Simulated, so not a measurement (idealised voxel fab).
process module | voxel self aligned vias
cross-section cut | 250 nm wide | cells 5 nm
A cross-section is a grid of square cells, given in bands from the top down. A band is one or more rows of cells.
Each band's line starts with the height of the band's top and of its bottom, in nm. Then come its materials from left to right, each with its width in nm. One material with "throughout" fills the band from edge to edge. "air" is empty space.
Height 0 is the level under which the wafer as received is all one material. The lowest band goes on downwards, as in "0 down".
A width such as "30 to 40" changes by the same amount from each row of cells to the next, from the band's top row to its bottom row.
"no change" after a step means that no cell of the cross-section changed.
closed voids: empty space of 8 cells or more with no open way to the top, each as width x height at its distance from the left edge, in nm
after a step's settings: what the simulator itself notes on the step
overlay nm, on a step with a mask: how far to the right of its planned place the mask lay; to the left if negative
plan
1 op RECEIVE | material Si
2 op CONFORMAL_DEP | material SiO2 | thk nm 10
3 op CONFORMAL_DEP | material SiCN | thk nm 5
4 op DIRECTIONAL_DEP | material SiO2 | thk nm 20
5 op PATTERN | tone open | mask id LINES | material resist | width nm 30 | pitch nm 55 | thk nm 15 | overlay nm 0
6 op DIRECTIONAL_ETCH | etch materials SiO2 | depth nm 20
7 op STRIP | etch materials resist
8 op CONFORMAL_DEP | material TiN | thk nm 5
9 op FILL_DEP | material Ru | thk nm 5
10 op CMP | height nm 35
11 op SELECTIVE_ETCH | etch materials W Ru TiN | depth nm 5
12 op FILL_DEP | material SiN | thk nm 10
13 op CMP | height nm 35
14 op DIRECTIONAL_DEP | material SiO2 | thk nm 20
15 op MASKED_ETCH | tone open | mask id VIAS | width nm 40 | pitch nm 55 | etch materials SiO2 | depth nm 20 | overlay nm 0
16 op MASKED_ETCH | tone open | mask id VIAS | width nm 40 | pitch nm 55 | etch materials SiN | depth nm 5 | overlay nm 0
17 op CONFORMAL_DEP | material TiN | thk nm 5
18 op FILL_DEP | material Ru | thk nm 10
19 op CMP | height nm 55
20 op CONFORMAL_DEP | material SiCN | thk nm 5
as received, after step 1
  0 down: Si throughout
  closed voids: none
a wafer at the end: this start, this plan, one mistake
  75 to 70: SiCN throughout
  70 to 60: Ru throughout
  60 to 55: TiN 55 | Ru 30 | TiN 25 | Ru 30 | TiN 25 | Ru 30 | TiN 55
  55 to 40: SiO2 50 | TiN 5 | Ru 30 | TiN 5 | SiO2 15 | TiN 5 | Ru 30 | TiN 5 | SiO2 15 | TiN 5 | Ru 30 | TiN 5 | SiO2 50
  40 to 35: SiO2 50 | TiN 10 | Ru 20 | TiN 10 | SiO2 15 | TiN 10 | Ru 20 | TiN 10 | SiO2 15 | TiN 10 | Ru 20 | TiN 10 | SiO2 50
  35 to 30: SiO2 55 | TiN 30 | SiO2 25 | TiN 30 | SiO2 25 | TiN 30 | SiO2 55
  30 to 20: SiO2 55 | TiN 5 | Ru 20 | TiN 5 | SiO2 25 | TiN 5 | Ru 20 | TiN 5 | SiO2 25 | TiN 5 | Ru 20 | TiN 5 | SiO2 55
  20 to 15: SiO2 55 | TiN 30 | SiO2 25 | TiN 30 | SiO2 25 | TiN 30 | SiO2 55
  15 to 10: SiCN throughout
  10 to 0: SiO2 throughout
  0 down: Si throughout
  closed voids: none
what went wrong: step 19 was left out
